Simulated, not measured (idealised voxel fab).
process module | voxel self aligned contacts
Pictured: cross-section cut, 255 nm wide, on a grid of 5 nm square cells.
Think of the cross-section as a grid of square cells. We describe it in bands, top to bottom, and each band covers one or more rows of those cells.
Quick guide to a band line: top height, bottom height (nm) up front; then every material left to right with its width in nm. Only one material and it's marked "edge to edge"? Then it fills the band edge to edge. And "empty" just means empty space.
Note: height 0 marks the level under which the wafer is uniformly one material as received. Lowest band unbounded below, written "0 down".
Quick explanation for "30 to 40": the width changes in equal steps down the rows of cells, from the first number in the band's top row to the second number in its bottom row.
Where the words "nothing altered" appear for a step, the cross-section shows no cell changed by that step; every cell remained as before.
If an empty space has no open way to the top and is at least 8 cells in size, "Enclosed cavity list" lists it, written width x height at distance, where distance is measured from the left edge and every value is in nm.
On each step's line, the part that comes after the settings is the simulator's own comment on the step.
Regarding "overlay nm": on a step with a mask, it is the distance the mask lay to the right of its planned place; a negative value places it to the left.
# plan
1 RECEIVE,material Si
2 CONFORMAL_DEP,material SiO2,thk nm 5
3 DIRECTIONAL_DEP,material polySi,thk nm 30
4 DIRECTIONAL_DEP,material SiN,thk nm 25
5 DIRECTIONAL_DEP,material aC,thk nm 15
6 PATTERN,tone cover,mask id GATE,material resist,width nm 35,pitch nm 75,thk nm 35,overlay nm 0
7 DIRECTIONAL_ETCH,etch materials aC,depth nm 15
8 STRIP,etch materials resist
9 DIRECTIONAL_ETCH,etch materials SiN,depth nm 25
10 DIRECTIONAL_ETCH,etch materials polySi,depth nm 30
11 STRIP,etch materials aC
12 CONFORMAL_DEP,material SiN,thk nm 10
13 DIRECTIONAL_ETCH,etch materials SiN,depth nm 10
14 FILL_DEP,material SiO2,thk nm 15
15 CMP,height nm 70
16 MASKED_ETCH,tone open,mask id CONTACT,width nm 60,etch materials SiO2,depth nm 70,overlay nm 0
17 CONFORMAL_DEP,material TiN,thk nm 5
18 FILL_DEP,material W,thk nm 10
19 CMP,height nm 70
20 CONFORMAL_DEP,material SiN,thk nm 5
# Wafer at receipt (post step 1), cross-section
    0 down | Si edge to edge
    Enclosed cavity list: none
# Module complete - cross-section of the first of two wafers, run according to plan
    75 to 70 | SiN edge to edge
    70 to 60 | SiO2: 95 | TiN: 5 to 25 | W: 50 to 10 | TiN: 5 to 25 | SiO2: 100
    60 to 35 | SiO2: 60 | SiN: 55 | TiN: 5 | W: 10 | TiN: 5 | SiN: 55 | SiO2: 65
    35 to 5 | SiO2: 60 | SiN: 10 | polySi: 35 | SiN: 10 | TiN: 5 | W: 10 | TiN: 5 | SiN: 10 | polySi: 35 | SiN: 10 | SiO2: 65
    5 to 0 | SiO2: 115 | TiN: 20 | SiO2: 120
    0 down | Si edge to edge
    Enclosed cavity list: none
# Cross-section of the latter of the two wafers at module completion. It had an identical start and an identical plan to the former; in running it, one mistake was made
    90 to 85 | SiN edge to edge
    85 to 75 | W edge to edge
    75 to 70 | TiN: 100 | W: 50 | TiN: 105
    70 to 60 | SiO2: 95 | TiN: 5 to 25 | W: 50 to 10 | TiN: 5 to 25 | SiO2: 100
    60 to 35 | SiO2: 60 | SiN: 55 | TiN: 5 | W: 10 | TiN: 5 | SiN: 55 | SiO2: 65
    35 to 5 | SiO2: 60 | SiN: 10 | polySi: 35 | SiN: 10 | TiN: 5 | W: 10 | TiN: 5 | SiN: 10 | polySi: 35 | SiN: 10 | SiO2: 65
    5 to 0 | SiO2: 115 | TiN: 20 | SiO2: 120
    0 down | Si edge to edge
    Enclosed cavity list: none
Short version of what went wrong: step 19 of the plan did not run at all; it was left out
The closing comparison, in cells, has the second wafer with more or fewer of some materials than the first: TiN +41; W +112
